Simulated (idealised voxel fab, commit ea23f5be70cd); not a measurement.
process module | voxel self aligned vias
cross-section cut | 175 nm wide | cells 5 nm
A cross-section is a grid of square cells, given in bands from the top down. A band is one or more rows of cells.
Each band's line starts with the height of the band's top and of its bottom, in nm. Then come its materials from left to right, each with its width in nm. One material with "throughout" fills the band from edge to edge. "air" is empty space.
Height 0 is the level under which the wafer as received is all one material. The lowest band goes on downwards, as in "0 down".
A width such as "30 to 40" changes by the same amount from each row of cells to the next, from the band's top row to its bottom row.
"no change" after a step means that no cell of the cross-section changed.
closed voids: empty space of 8 cells or more with no open way to the top, each as width x height at its distance from the left edge, in nm
after a step's settings: what the simulator itself notes on the step
overlay nm, on a step with a mask: how far to the right of its planned place the mask lay; to the left if negative
plan
1 op RECEIVE | material Si
2 op CONFORMAL_DEP | material SiO2 | thk nm 10
3 op CONFORMAL_DEP | material SiCN | thk nm 5
4 op DIRECTIONAL_DEP | material SiO2 | thk nm 25
5 op MASKED_ETCH | tone open | mask id LINES | width nm 25 | pitch nm 55 | etch materials SiO2 | depth nm 25 | overlay nm 0
6 op CONFORMAL_DEP | material TiN | thk nm 5
7 op FILL_DEP | material W | thk nm 5
8 op CMP | height nm 40
9 op SELECTIVE_ETCH | etch materials W Ru TiN | depth nm 5
10 op FILL_DEP | material SiN | thk nm 5
11 op CMP | height nm 40
12 op DIRECTIONAL_DEP | material SiO2 | thk nm 15
13 op DIRECTIONAL_DEP | material aC | thk nm 10
14 op PATTERN | tone open | mask id VIAS | material resist | width nm 35 | pitch nm 55 | thk nm 25 | overlay nm 0
15 op DIRECTIONAL_ETCH | etch materials aC | depth nm 10
16 op STRIP | etch materials resist
17 op DIRECTIONAL_ETCH | etch materials SiO2 | depth nm 15
18 op DIRECTIONAL_ETCH | etch materials SiN | depth nm 5
19 op STRIP | etch materials aC
20 op CONFORMAL_DEP | material TiN | thk nm 5
21 op FILL_DEP | material Ru | thk nm 5
22 op CMP | height nm 55
23 op CONFORMAL_DEP | material SiN | thk nm 5
as received, after step 1
  0 down: Si throughout
  closed voids: none
a wafer at the end: this start, this plan, one mistake
  60 to 55: SiN throughout
  55 to 45: SiO2 40 | TiN 5 | Ru 25 | TiN 5 | SiO2 20 | TiN 5 | Ru 25 | TiN 5 | SiO2 45
  45 to 40: SiO2 40 | TiN 35 | SiO2 20 | TiN 35 | SiO2 45
  40 to 35: SiN 40 | TiN 5 | SiO2 25 | TiN 5 | SiN 20 | TiN 5 | SiO2 25 | TiN 5 | SiN 45
  35 to 20: W 40 | TiN 5 | SiO2 25 | TiN 5 | W 20 | TiN 5 | SiO2 25 | TiN 5 | W 45
  20 to 15: TiN 45 | SiO2 25 | TiN 30 | SiO2 25 | TiN 50
  15 to 10: SiCN throughout
  10 to 0: SiO2 throughout
  0 down: Si throughout
  closed voids: none
what went wrong: step 5 ran as: op MASKED_ETCH | tone cover | mask id LINES | width nm 25 | pitch nm 55 | etch materials SiO2 | depth nm 25 | overlay nm 0
